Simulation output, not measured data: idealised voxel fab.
process module | voxel self aligned vias
cross-section cut | 160 nm wide | cells 5 nm
A cross-section is a grid of square cells, given in bands from the top down. A band is one or more rows of cells.
Each band's line starts with the height of the band's top and of its bottom, in nm. Then come its materials from left to right, each with its width in nm. One material with "throughout" fills the band from edge to edge. "air" is empty space.
Height 0 is the level under which the wafer as received is all one material. The lowest band goes on downwards, as in "0 down".
A width such as "30 to 40" changes by the same amount from each row of cells to the next, from the band's top row to its bottom row.
"no change" after a step means that no cell of the cross-section changed.
closed voids: empty space of 8 cells or more with no open way to the top, each as width x height at its distance from the left edge, in nm
after a step's settings: what the simulator itself notes on the step
overlay nm, on a step with a mask: how far to the right of its planned place the mask lay; to the left if negative
plan
1 op RECEIVE | material Si
2 op CONFORMAL_DEP | material SiO2 | thk nm 10
3 op CONFORMAL_DEP | material SiCN | thk nm 5
4 op DIRECTIONAL_DEP | material lowk | thk nm 25
5 op DIRECTIONAL_DEP | material aC | thk nm 15
6 op PATTERN | tone open | mask id LINES | material resist | width nm 15 | pitch nm 55 | thk nm 30 | overlay nm 0
7 op DIRECTIONAL_ETCH | etch materials aC | depth nm 15
8 op STRIP | etch materials resist
9 op DIRECTIONAL_ETCH | etch materials lowk | depth nm 25
10 op STRIP | etch materials aC
11 op CONFORMAL_DEP | material TiN | thk nm 5
12 op FILL_DEP | material Ru | thk nm 5
13 op CMP | height nm 40
14 op SELECTIVE_ETCH | etch materials W Ru TiN | depth nm 5
15 op FILL_DEP | material SiN | thk nm 10
16 op CMP | height nm 40
17 op DIRECTIONAL_DEP | material lowk | thk nm 15
18 op PATTERN | tone open | mask id VIAS | material resist | width nm 35 | pitch nm 55 | thk nm 15 | overlay nm 0
19 op DIRECTIONAL_ETCH | etch materials lowk | depth nm 15
20 op DIRECTIONAL_ETCH | etch materials SiN | depth nm 5
21 op STRIP | etch materials resist
22 op CONFORMAL_DEP | material TiN | thk nm 5
23 op FILL_DEP | material W | thk nm 10
24 op CMP | height nm 55
25 op CONFORMAL_DEP | material SiN | thk nm 5
varied across the wafers: width nm of step 6. The plan shows the first wafer's value. All wafers start alike
first wafer as received, after step 1
  0 down: Si throughout
  closed voids: none
each wafer at the end: cells of each material gained (+) or lost (-) since it was received, then its closed voids
width nm 15 | +6 Ru | +32 SiCN | +32 SiN | +64 SiO2 | +44 TiN | +22 W | +184 lowk | closed voids: none
width nm 20 | +12 Ru | +32 SiCN | +32 SiN | +64 SiO2 | +46 TiN | +24 W | +174 lowk | closed voids: none
width nm 25 | +18 Ru | +32 SiCN | +32 SiN | +64 SiO2 | +48 TiN | +26 W | +164 lowk | closed voids: none
width nm 30 | +24 Ru | +32 SiCN | +32 SiN | +64 SiO2 | +50 TiN | +28 W | +154 lowk | closed voids: none
width nm 35 | +30 Ru | +32 SiCN | +32 SiN | +64 SiO2 | +52 TiN | +30 W | +144 lowk | closed voids: none
width nm 40 | +36 Ru | +32 SiCN | +34 SiN | +64 SiO2 | +54 TiN | +30 W | +134 lowk | closed voids: none
